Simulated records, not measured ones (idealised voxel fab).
process module | voxel self aligned contacts
cross-section cut | 230 nm wide | cells 5 nm
A cross-section is a grid of square cells, given in bands from the top down. A band is one or more rows of cells.
Each band's line starts with the height of the band's top and of its bottom, in nm. Then come its materials from left to right, each with its width in nm. One material with "throughout" fills the band from edge to edge. "air" is empty space.
Height 0 is the level under which the wafer as received is all one material. The lowest band goes on downwards, as in "0 down".
A width such as "30 to 40" changes by the same amount from each row of cells to the next, from the band's top row to its bottom row.
"no change" after a step means that no cell of the cross-section changed.
closed voids: empty space of 8 cells or more with no open way to the top, each as width x height at its distance from the left edge, in nm
after a step's settings: what the simulator itself notes on the step
overlay nm, on a step with a mask: how far to the right of its planned place the mask lay; to the left if negative
plan
1 op RECEIVE | material Si
2 op OXIDIZE | depth nm 5
3 op DIRECTIONAL_DEP | material polySi | thk nm 20
4 op DIRECTIONAL_DEP | material SiN | thk nm 25
5 op PATTERN | tone cover | mask id GATE | material resist | width nm 35 | pitch nm 70 | thk nm 15 | overlay nm 0
6 op DIRECTIONAL_ETCH | etch materials SiN | depth nm 25
7 op DIRECTIONAL_ETCH | etch materials polySi | depth nm 20
8 op STRIP | etch materials resist
9 op CONFORMAL_DEP | material SiN | thk nm 10
10 op DIRECTIONAL_ETCH | etch materials SiN | depth nm 10
11 op FILL_DEP | material SiO2 | thk nm 10
12 op CMP | height nm 50
13 op DIRECTIONAL_DEP | material aC | thk nm 15
14 op PATTERN | tone open | mask id CONTACT | material resist | width nm 55 | pitch nm 70 | thk nm 35 | overlay nm 0
15 op DIRECTIONAL_ETCH | etch materials aC | depth nm 15
16 op STRIP | etch materials resist
17 op DIRECTIONAL_ETCH | etch materials SiO2 | depth nm 55
18 op STRIP | etch materials aC
19 op CONFORMAL_DEP | material TiN | thk nm 5
20 op FILL_DEP | material W | thk nm 5
21 op CMP | height nm 50
22 op CONFORMAL_DEP | material SiN | thk nm 5
as received, after step 1
  0 down: Si throughout
  closed voids: none
a wafer at the end: this start, this plan, one mistake
  55 to 50: SiN throughout
  50 to 45: W 10 | TiN 40 | SiO2 55 | TiN 15 | SiO2 55 | TiN 40 | W 15
  45 to 20: W 10 | TiN 5 | SiN 55 | SiO2 15 | SiN 55 | SiO2 15 | SiN 55 | TiN 5 | W 15
  20 to 0: W 10 | TiN 5 | SiN 10 | polySi 35 | SiN 10 | SiO2 15 | SiN 10 | polySi 35 | SiN 10 | SiO2 15 | SiN 10 | polySi 35 | SiN 10 | TiN 5 | W 15
  0 to -5: TiN 15 | SiO2 195 | TiN 20
  -5 down: Si throughout
  closed voids: none
what went wrong: step 14 ran as: op PATTERN | tone cover | mask id CONTACT | material resist | width nm 55 | pitch nm 70 | thk nm 35 | overlay nm 0
